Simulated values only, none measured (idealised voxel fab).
Name of the process module below: voxel self aligned contacts
The width of the displayed cross-section, cut, is 190 nm; its cells are square, with a size of 5 nm.
Heads up, the way a cross-section reads in here is a grid of square cells, handed over as bands from the top down, with every band being one or more rows of cells. First you get the band's top height and its bottom height, in nm, and then the materials it's made of, left to right, with each width in nm. If you see a single material with "everywhere", that one covers the band edge to edge. "air" is empty space. Zero point of the height axis is 0; under it, received wafer = one material. Lowest band: continues down indefinitely, "from 0 down". A width such as "30..40" changes by the same amount from each row of cells to the next, from the band's top row to its bottom row. Key: "left unchanged" - step with no changed cell in the cross-section. "Voids, sealed" specifies each empty space that is not open to the top and that occupies no fewer than 8 cells, using the form width x height at distance, the distance measured from the left edge and all three quantities in nm. Whatever follows a step's settings on its line is a remark the simulator itself makes about that step. Regarding "overlay nm": on a step with a mask, it is the distance the mask lay to the right of its planned place; a negative value places it to the left.

# Steps planned for the process
1,op RECEIVE | material Si
2,op OXIDIZE | depth nm 5
3,op DIRECTIONAL_DEP | material polySi | thk nm 25
4,op DIRECTIONAL_DEP | material SiN | thk nm 25
5,op PATTERN | tone cover | mask id GATE | material resist | width nm 25 | pitch nm 60 | thk nm 20 | overlay nm 0
6,op DIRECTIONAL_ETCH | etch materials SiN | depth nm 25
7,op DIRECTIONAL_ETCH | etch materials polySi | depth nm 25
8,op STRIP | etch materials resist
9,op CONFORMAL_DEP | material SiN | thk nm 10
10,op DIRECTIONAL_ETCH | etch materials SiN | depth nm 10
11,op FILL_DEP | material SiO2 | thk nm 20
12,op CMP | height nm 60
13,op DIRECTIONAL_DEP | material aC | thk nm 10
14,op PATTERN | tone open | mask id CONTACT | material resist | width nm 45 | thk nm 25 | overlay nm 0
15,op DIRECTIONAL_ETCH | etch materials aC | depth nm 10
16,op STRIP | etch materials resist
17,op DIRECTIONAL_ETCH | etch materials SiO2 | depth nm 65
18,op STRIP | etch materials aC
19,op CONFORMAL_DEP | material TiN | thk nm 5
20,op FILL_DEP | material Ru | thk nm 10
21,op CMP | height nm 60
22,op CONFORMAL_DEP | material SiCN | thk nm 5

# Cross-section: wafer on arrival = after step 1
> from 0 down | Si everywhere
> Voids, sealed: none

# Looking at the first of two wafers in cross-section at end of module - ran to plan
> from 65 to 60 | SiCN everywhere
> from 60 to 50 | 70 nm SiO2 / 5..20 nm TiN / 35..5 nm Ru / 5..20 nm TiN / 75 nm SiO2
> from 50 to 25 | 40 nm SiO2 / 45 nm SiN / 5 nm TiN / 5 nm Ru / 5 nm TiN / 45 nm SiN / 45 nm SiO2
> from 25 to 0 | 40 nm SiO2 / 10 nm SiN / 25 nm polySi / 10 nm SiN / 5 nm TiN / 5 nm Ru / 5 nm TiN / 10 nm SiN / 25 nm polySi / 10 nm SiN / 45 nm SiO2
> from 0 to -5 | 85 nm SiO2 / 15 nm TiN / 90 nm SiO2
> from -5 down | Si everywhere
> Voids, sealed: none

# End of module, second wafer, cross-section. Started like the first, planned like the first, run with one mistake
> from 65 to 60 | SiCN everywhere
> from 60 to 55 | 40 nm SiO2 / 45 nm SiN / 5 nm TiN / 5 nm Ru / 5 nm TiN / 45 nm SiN / 45 nm SiO2
> from 55 to 50 | 40 nm SiO2 / 45 nm SiN / 15 nm TiN / 45 nm SiN / 45 nm SiO2
> from 50 to 25 | SiN everywhere
> from 25 to 0 | polySi everywhere
> from 0 to -5 | SiO2 everywhere
> from -5 down | Si everywhere
> Voids, sealed: none
Processing error: step 4 of the plan saw execution twice
End of process, cell counts, second wafer against first, materials with more or fewer: Ru -17 | SiN +96 | SiO2 -191 | TiN -28 | polySi +140
